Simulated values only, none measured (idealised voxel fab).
The following is a process module called voxel released beams.
Square cells of 5 nm make up the cross-section cut, whose width is 245 nm.
A cross-section is written here as square cells arranged in a grid, and it is given in bands from the top down, each band taking up one or more rows of cells. The entry gives the band's vertical extent as a top height and a bottom height in nm, then its horizontal make-up as materials from left to right, each with a width in nm. "air" stands for empty space; a single material marked "everywhere" fills the band edge to edge. For the purposes of this specification, 0 denotes the height below which the wafer in its as-received condition is composed wholly of one material, and the lowermost band, lacking a lower limit, extends downward without end, as expressed in "z 0 and below". With a width like "30->40", each row of cells in the band differs from the next by the same amount, the top row carrying the first number and the bottom row the second. "same as before", as given for a step, is the statement that not any cell of the cross-section underwent a change during that step. "Sealed voids" specifies each empty space that is not open to the top and that occupies no fewer than 8 cells, using the form width x height at distance, the distance measured from the left edge and all three quantities in nm. On each step's line, the part that comes after the settings is the simulator's own comment on the step. The optional step-line setting "overlay nm" applies to steps with a mask and quantifies how far to the right of its planned location the mask lay, a negative value indicating leftward placement.
Intended process steps:
1. RECEIVE (material Si)
2. CONFORMAL_DEP (material Al2O3; thk nm 5)
3. DIRECTIONAL_DEP (material SiO2; thk nm 10)
4. PATTERN (tone open; mask id ANCHOR; material resist; width nm 25; thk nm 20; overlay nm 0)
5. DIRECTIONAL_ETCH (etch materials SiO2; depth nm 10)
6. STRIP (etch materials resist)
7. CONFORMAL_DEP (material SiN; thk nm 10)
8. MASKED_ETCH (tone cover; mask id BEAM; width nm 105; etch materials SiN; depth nm 10; overlay nm 0)
9. STRIP (etch materials SiO2)
Of two wafers, the first: run according to plan:
Step 1 complete: cross-section of the wafer as received:
z 0 and below | Si everywhere
Sealed voids: none
Presented here is a cross-section of the wafer after step 2 has been performed:
z 5 to 0 | Al2O3 everywhere
Everything under 0 stays put, no change at all.
Presented here is a cross-section of the wafer after step 3 has been performed:
z 15 to 5 | SiO2 everywhere
Everything under 5 stays put, no change at all.
Presented here is a cross-section of the wafer after step 4 has been performed:
z 35 to 15 | 70 resist | 25 air | 150 resist
Everything under 15 stays put, no change at all.
Presented here is a cross-section of the wafer after step 5 has been performed:
z 35 to 15 | 70 resist | 25 air | 150 resist
z 15 to 5 | 70 SiO2 | 25 air | 150 SiO2
Everything under 5 stays put, no change at all.
Presented here is a cross-section of the wafer after step 6 has been performed:
z 15 to 5 | 70 SiO2 | 25 air | 150 SiO2
Everything under 5 stays put, no change at all.
Presented here is a cross-section of the wafer after step 7 has been performed:
z 25 to 15 | 80 SiN | 5 air | 160 SiN
z 15 to 5 | 70 SiO2 | 25 SiN | 150 SiO2
Everything under 5 stays put, no change at all.
Presented here is a cross-section of the wafer after step 8 has been performed:
z 25 to 15 | 65 air | 15 SiN | 5 air | 85 SiN | 75 air
Everything under 15 stays put, no change at all.
Presented here is a cross-section of the wafer after step 9 has been performed:
z 25 to 15 | 65 air | 15 SiN | 5 air | 85 SiN | 75 air
z 15 to 5 | 70 air | 25 SiN | 150 air
Everything under 5 stays put, no change at all.
Wafer two of two - same starting point, same process plan, one mistake in execution; matches wafer one up to and including step 7:
Here is the second wafer in cross-section at the point where step 8 of the plan should have been done:
z 25 to 15 | 55 air | 25 SiN | 5 air | 75 SiN | 85 air
Everything under 15 stays put, no change at all.
Here is the second wafer in cross-section at the point where step 9 of the plan should have been done:
z 25 to 15 | 55 air | 25 SiN | 5 air | 75 SiN | 85 air
z 15 to 5 | 70 air | 25 SiN | 150 air
Everything under 5 stays put, no change at all.
So what did we get wrong on this run? step 8 off recipe, ran as MASKED_ETCH (tone cover; mask id BEAM; width nm 105; etch materials SiN; depth nm 10; overlay nm -10)
End check, second vs first wafer: material counts in cells match, positions do not.
